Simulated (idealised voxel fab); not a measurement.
The following is a process module called voxel capacitor over wiring.
Cross-sectional view cut (width: 285 nm; square cell size: 5 nm).
Format of a cross-section: grid, square cells. Given as bands. Order: top down. Band: one or more rows of cells.
Quick guide to a band line: top height, bottom height (nm) up front; then every material left to right with its width in nm. Only one material and it's marked "all across"? Then it fills the band edge to edge. And "blank" just means empty space.
Height 0 is the level under which the wafer as received is all one material. The lowest band goes on downwards, as in "from 0 down".
A two-number width, for instance "30..40", indicates that the width is equal to the first number in the top row of the band and to the second number in the bottom row, and that it changes by a constant amount per row of cells.
Any step labelled "remained unchanged" changed none of the cells in the cross-section.
You'll see "Enclosed empty spaces" listing empty spaces that have no way open to the top, as long as they're 8 cells or more; the notation is width x height at distance, where the distance is from the left edge, and all of it is in nm.
Step line, after settings: the simulator's comment on this step.
"overlay nm" answers the question of how far to the right of plan the mask lay on a step that has a mask, and when it is negative the answer is to the left.
The following list gives the planned process steps:
1 RECEIVE,material Si
2 CONFORMAL_DEP,material SiO2,thk nm 15
3 DIRECTIONAL_DEP,material TiN,thk nm 5
4 DIRECTIONAL_DEP,material W,thk nm 25
5 MASKED_ETCH,tone cover,mask id METAL_1,width nm 20,pitch nm 85,etch materials W,depth nm 25,overlay nm 0
6 MASKED_ETCH,tone cover,mask id METAL_1,width nm 20,pitch nm 85,etch materials TiN,depth nm 5,overlay nm 0
7 CONFORMAL_DEP,material SiCN,thk nm 5
8 FILL_DEP,material SiO2,thk nm 5
9 CMP,height nm 45
10 CONFORMAL_DEP,material SiCN,thk nm 5
11 DIRECTIONAL_DEP,material SiO2,thk nm 15
12 PATTERN,tone open,mask id PLUG_1,material resist,width nm 15,thk nm 20,overlay nm 0
13 DIRECTIONAL_ETCH,etch materials SiO2,depth nm 15
14 DIRECTIONAL_ETCH,etch materials SiCN,depth nm 5
15 STRIP,etch materials resist
16 EPI,material Ru,thk nm 10
17 EPI,material Ru,thk nm 10
18 DIRECTIONAL_DEP,material TiN,thk nm 5
19 DIRECTIONAL_DEP,material SiN,thk nm 5
20 DIRECTIONAL_DEP,material TiN,thk nm 5
21 MASKED_ETCH,tone cover,mask id UPPER_PLATE,width nm 70,etch materials TiN,depth nm 5,overlay nm 0
22 MASKED_ETCH,tone cover,mask id UPPER_PLATE,width nm 70,etch materials SiN,depth nm 5,overlay nm 0
23 MASKED_ETCH,tone cover,mask id LOWER_PLATE,width nm 80,etch materials TiN,depth nm 5,overlay nm 0
24 FILL_DEP,material SiO2,thk nm 20
25 CMP,height nm 95
26 PATTERN,tone open,mask id PLUG_2,material resist,width nm 15,thk nm 15,overlay nm 0
27 DIRECTIONAL_ETCH,etch materials SiO2,depth nm 15
28 STRIP,etch materials resist
29 CONFORMAL_DEP,material TiN,thk nm 5
30 FILL_DEP,material Cu,thk nm 5
31 CMP,height nm 95
32 CONFORMAL_DEP,material SiN,thk nm 5
First of two wafers - as planned:
Wafer at receipt (post step 1), cross-section:
from 0 down: Si all across
Enclosed empty spaces: none
You're looking at a cross-section of the wafer after step 2:
from 15 to 0: SiO2 all across
For the remainder of the cross-section, below 0, there is no change.
You're looking at a cross-section of the wafer after step 3:
from 20 to 15: TiN all across
For the remainder of the cross-section, below 15, there is no change.
You're looking at a cross-section of the wafer after step 4:
from 45 to 20: W all across
For the remainder of the cross-section, below 20, there is no change.
You're looking at a cross-section of the wafer after step 5:
from 45 to 20: blank: 90 | W: 20 | blank: 65 | W: 20 | blank: 90
For the remainder of the cross-section, below 20, there is no change.
You're looking at a cross-section of the wafer after step 6:
from 45 to 20: blank: 90 | W: 20 | blank: 65 | W: 20 | blank: 90
from 20 to 15: blank: 90 | TiN: 20 | blank: 65 | TiN: 20 | blank: 90
For the remainder of the cross-section, below 15, there is no change.
You're looking at a cross-section of the wafer after step 7:
from 50 to 45: blank: 85 | SiCN: 30 | blank: 55 | SiCN: 30 | blank: 85
from 45 to 20: blank: 85 | SiCN: 5 | W: 20 | SiCN: 5 | blank: 55 | SiCN: 5 | W: 20 | SiCN: 5 | blank: 85
from 20 to 15: SiCN: 90 | TiN: 20 | SiCN: 65 | TiN: 20 | SiCN: 90
For the remainder of the cross-section, below 15, there is no change.
You're looking at a cross-section of the wafer after step 8:
from 55 to 50: SiO2 all across
from 50 to 45: SiO2: 85 | SiCN: 30 | SiO2: 55 | SiCN: 30 | SiO2: 85
from 45 to 20: SiO2: 85 | SiCN: 5 | W: 20 | SiCN: 5 | SiO2: 55 | SiCN: 5 | W: 20 | SiCN: 5 | SiO2: 85
For the remainder of the cross-section, below 20, there is no change.
You're looking at a cross-section of the wafer after step 9:
from 45 to 20: SiO2: 85 | SiCN: 5 | W: 20 | SiCN: 5 | SiO2: 55 | SiCN: 5 | W: 20 | SiCN: 5 | SiO2: 85
For the remainder of the cross-section, below 20, there is no change.
You're looking at a cross-section of the wafer after step 10:
from 50 to 45: SiCN all across
For the remainder of the cross-section, below 45, there is no change.
You're looking at a cross-section of the wafer after step 11:
from 65 to 50: SiO2 all across
For the remainder of the cross-section, below 50, there is no change.
You're looking at a cross-section of the wafer after step 12:
from 85 to 65: resist: 95 | blank: 15 | resist: 175
For the remainder of the cross-section, below 65, there is no change.
You're looking at a cross-section of the wafer after step 13:
from 85 to 65: resist: 95 | blank: 15 | resist: 175
from 65 to 50: SiO2: 95 | blank: 15 | SiO2: 175
For the remainder of the cross-section, below 50, there is no change.
You're looking at a cross-section of the wafer after step 14:
from 85 to 65: resist: 95 | blank: 15 | resist: 175
from 65 to 50: SiO2: 95 | blank: 15 | SiO2: 175
from 50 to 45: SiCN: 95 | blank: 15 | SiCN: 175
For the remainder of the cross-section, below 45, there is no change.
You're looking at a cross-section of the wafer after step 15:
from 65 to 50: SiO2: 95 | blank: 15 | SiO2: 175
For the remainder of the cross-section, below 50, there is no change.
You're looking at a cross-section of the wafer after step 16:
from 65 to 55: SiO2: 95 | blank: 15 | SiO2: 175
from 55 to 50: SiO2: 95 | Ru: 15 | SiO2: 175
from 50 to 45: SiCN: 95 | Ru: 15 | SiCN: 175
For the remainder of the cross-section, below 45, there is no change.
You're looking at a cross-section of the wafer after step 17:
from 65 to 50: SiO2: 95 | Ru: 15 | SiO2: 175
For the remainder of the cross-section, below 50, there is no change.
You're looking at a cross-section of the wafer after step 18:
from 70 to 65: TiN all across
For the remainder of the cross-section, below 65, there is no change.
You're looking at a cross-section of the wafer after step 19:
from 75 to 70: SiN all across
For the remainder of the cross-section, below 70, there is no change.
You're looking at a cross-section of the wafer after step 20:
from 80 to 75: TiN all across
For the remainder of the cross-section, below 75, there is no change.
You're looking at a cross-section of the wafer after step 21:
from 80 to 75: blank: 95 | TiN: 70 | blank: 120
For the remainder of the cross-section, below 75, there is no change.
You're looking at a cross-section of the wafer after step 22:
from 80 to 75: blank: 95 | TiN: 70 | blank: 120
from 75 to 70: blank: 95 | SiN: 70 | blank: 120
For the remainder of the cross-section, below 70, there is no change.
You're looking at a cross-section of the wafer after step 23:
from 80 to 75: blank: 95 | TiN: 70 | blank: 120
from 75 to 70: blank: 95 | SiN: 70 | blank: 120
from 70 to 65: blank: 90 | TiN: 80 | blank: 115
For the remainder of the cross-section, below 65, there is no change.
You're looking at a cross-section of the wafer after step 24:
from 100 to 80: SiO2 all across
from 80 to 75: SiO2: 95 | TiN: 70 | SiO2: 120
from 75 to 70: SiO2: 95 | SiN: 70 | SiO2: 120
from 70 to 65: SiO2: 90 | TiN: 80 | SiO2: 115
For the remainder of the cross-section, below 65, there is no change.
You're looking at a cross-section of the wafer after step 25:
from 95 to 80: SiO2 all across
For the remainder of the cross-section, below 80, there is no change.
You're looking at a cross-section of the wafer after step 26:
from 110 to 95: resist: 105 | blank: 15 | resist: 165
For the remainder of the cross-section, below 95, there is no change.
You're looking at a cross-section of the wafer after step 27:
from 110 to 95: resist: 105 | blank: 15 | resist: 165
from 95 to 80: SiO2: 105 | blank: 15 | SiO2: 165
For the remainder of the cross-section, below 80, there is no change.
You're looking at a cross-section of the wafer after step 28:
from 95 to 80: SiO2: 105 | blank: 15 | SiO2: 165
For the remainder of the cross-section, below 80, there is no change.
You're looking at a cross-section of the wafer after step 29:
from 100 to 95: TiN: 110 | blank: 5 | TiN: 170
from 95 to 85: SiO2: 105 | TiN: 5 | blank: 5 | TiN: 5 | SiO2: 165
from 85 to 75: SiO2: 105..95 | TiN: 15..70 | SiO2: 165..120
For the remainder of the cross-section, below 75, there is no change.
You're looking at a cross-section of the wafer after step 30:
from 105 to 100: Cu all across
from 100 to 95: TiN: 110 | Cu: 5 | TiN: 170
from 95 to 85: SiO2: 105 | TiN: 5 | Cu: 5 | TiN: 5 | SiO2: 165
For the remainder of the cross-section, below 85, there is no change.
You're looking at a cross-section of the wafer after step 31:
from 95 to 85: SiO2: 105 | TiN: 5 | Cu: 5 | TiN: 5 | SiO2: 165
For the remainder of the cross-section, below 85, there is no change.
You're looking at a cross-section of the wafer after step 32:
from 100 to 95: SiN all across
For the remainder of the cross-section, below 95, there is no change.
second wafer: like start, like plan, one mistake. Through step 5 it matches the first wafer:
Planned end of step 6: second wafer, cross-section:
from 45 to 20: blank: 90 | W: 20 | blank: 65 | W: 20 | blank: 90
from 20 to 15: blank: 85 | TiN: 30 | blank: 55 | TiN: 30 | blank: 85
For the remainder of the cross-section, below 15, there is no change.
Planned end of step 7: second wafer, cross-section:
from 50 to 45: blank: 85 | SiCN: 30 | blank: 55 | SiCN: 30 | blank: 85
from 45 to 25: blank: 85 | SiCN: 5 | W: 20 | SiCN: 5 | blank: 55 | SiCN: 5 | W: 20 | SiCN: 5 | blank: 85
from 25 to 20: blank: 80 | SiCN: 10 | W: 20 | SiCN: 10 | blank: 45 | SiCN: 10 | W: 20 | SiCN: 10 | blank: 80
from 20 to 15: SiCN: 85 | TiN: 30 | SiCN: 55 | TiN: 30 | SiCN: 85
For the remainder of the cross-section, below 15, there is no change.
Planned end of step 8: second wafer, cross-section:
from 55 to 50: SiO2 all across
from 50 to 45: SiO2: 85 | SiCN: 30 | SiO2: 55 | SiCN: 30 | SiO2: 85
from 45 to 25: SiO2: 85 | SiCN: 5 | W: 20 | SiCN: 5 | SiO2: 55 | SiCN: 5 | W: 20 | SiCN: 5 | SiO2: 85
from 25 to 20: SiO2: 80 | SiCN: 10 | W: 20 | SiCN: 10 | SiO2: 45 | SiCN: 10 | W: 20 | SiCN: 10 | SiO2: 80
For the remainder of the cross-section, below 20, there is no change.
Planned end of step 9: second wafer, cross-section:
from 45 to 25: SiO2: 85 | SiCN: 5 | W: 20 | SiCN: 5 | SiO2: 55 | SiCN: 5 | W: 20 | SiCN: 5 | SiO2: 85
For the remainder of the cross-section, below 25, there is no change.
Planned end of step 10: second wafer, cross-section:
from 50 to 45: SiCN all across
For the remainder of the cross-section, below 45, there is no change.
Planned end of step 11: second wafer, cross-section:
from 65 to 50: SiO2 all across
For the remainder of the cross-section, below 50, there is no change.
Planned end of step 12: second wafer, cross-section:
from 85 to 65: resist: 95 | blank: 15 | resist: 175
For the remainder of the cross-section, below 65, there is no change.
Planned end of step 13: second wafer, cross-section:
from 85 to 65: resist: 95 | blank: 15 | resist: 175
from 65 to 50: SiO2: 95 | blank: 15 | SiO2: 175
For the remainder of the cross-section, below 50, there is no change.
Planned end of step 14: second wafer, cross-section:
from 85 to 65: resist: 95 | blank: 15 | resist: 175
from 65 to 50: SiO2: 95 | blank: 15 | SiO2: 175
from 50 to 45: SiCN: 95 | blank: 15 | SiCN: 175
For the remainder of the cross-section, below 45, there is no change.
Planned end of step 15: second wafer, cross-section:
from 65 to 50: SiO2: 95 | blank: 15 | SiO2: 175
For the remainder of the cross-section, below 50, there is no change.
Planned end of step 16: second wafer, cross-section:
from 65 to 55: SiO2: 95 | blank: 15 | SiO2: 175
from 55 to 50: SiO2: 95 | Ru: 15 | SiO2: 175
from 50 to 45: SiCN: 95 | Ru: 15 | SiCN: 175
For the remainder of the cross-section, below 45, there is no change.
Planned end of step 17: second wafer, cross-section:
from 65 to 50: SiO2: 95 | Ru: 15 | SiO2: 175
For the remainder of the cross-section, below 50, there is no change.
Planned end of step 18: second wafer, cross-section:
from 70 to 65: TiN all across
For the remainder of the cross-section, below 65, there is no change.
Planned end of step 19: second wafer, cross-section:
from 75 to 70: SiN all across
For the remainder of the cross-section, below 70, there is no change.
Planned end of step 20: second wafer, cross-section:
from 80 to 75: TiN all across
For the remainder of the cross-section, below 75, there is no change.
Planned end of step 21: second wafer, cross-section:
from 80 to 75: blank: 95 | TiN: 70 | blank: 120
For the remainder of the cross-section, below 75, there is no change.
Planned end of step 22: second wafer, cross-section:
from 80 to 75: blank: 95 | TiN: 70 | blank: 120
from 75 to 70: blank: 95 | SiN: 70 | blank: 120
For the remainder of the cross-section, below 70, there is no change.
Planned end of step 23: second wafer, cross-section:
from 80 to 75: blank: 95 | TiN: 70 | blank: 120
from 75 to 70: blank: 95 | SiN: 70 | blank: 120
from 70 to 65: blank: 90 | TiN: 80 | blank: 115
For the remainder of the cross-section, below 65, there is no change.
Planned end of step 24: second wafer, cross-section:
from 100 to 80: SiO2 all across
from 80 to 75: SiO2: 95 | TiN: 70 | SiO2: 120
from 75 to 70: SiO2: 95 | SiN: 70 | SiO2: 120
from 70 to 65: SiO2: 90 | TiN: 80 | SiO2: 115
For the remainder of the cross-section, below 65, there is no change.
Planned end of step 25: second wafer, cross-section:
from 95 to 80: SiO2 all across
For the remainder of the cross-section, below 80, there is no change.
Planned end of step 26: second wafer, cross-section:
from 110 to 95: resist: 105 | blank: 15 | resist: 165
For the remainder of the cross-section, below 95, there is no change.
Planned end of step 27: second wafer, cross-section:
from 110 to 95: resist: 105 | blank: 15 | resist: 165
from 95 to 80: SiO2: 105 | blank: 15 | SiO2: 165
For the remainder of the cross-section, below 80, there is no change.
Planned end of step 28: second wafer, cross-section:
from 95 to 80: SiO2: 105 | blank: 15 | SiO2: 165
For the remainder of the cross-section, below 80, there is no change.
Planned end of step 29: second wafer, cross-section:
from 100 to 95: TiN: 110 | blank: 5 | TiN: 170
from 95 to 85: SiO2: 105 | TiN: 5 | blank: 5 | TiN: 5 | SiO2: 165
from 85 to 75: SiO2: 105..95 | TiN: 15..70 | SiO2: 165..120
For the remainder of the cross-section, below 75, there is no change.
Planned end of step 30: second wafer, cross-section:
from 105 to 100: Cu all across
from 100 to 95: TiN: 110 | Cu: 5 | TiN: 170
from 95 to 85: SiO2: 105 | TiN: 5 | Cu: 5 | TiN: 5 | SiO2: 165
For the remainder of the cross-section, below 85, there is no change.
Planned end of step 31: second wafer, cross-section:
from 95 to 85: SiO2: 105 | TiN: 5 | Cu: 5 | TiN: 5 | SiO2: 165
For the remainder of the cross-section, below 85, there is no change.
Planned end of step 32: second wafer, cross-section:
from 100 to 95: SiN all across
For the remainder of the cross-section, below 95, there is no change.
What went wrong in running the wafer? step 6 did not happen as planned, as run it was MASKED_ETCH,tone cover,mask id METAL_1,width nm 30,pitch nm 85,etch materials TiN,depth nm 5,overlay nm 0
At the finish, the second wafer shows more or fewer cells for some materials than the first does: SiO2: 4 fewer; TiN: 4 more
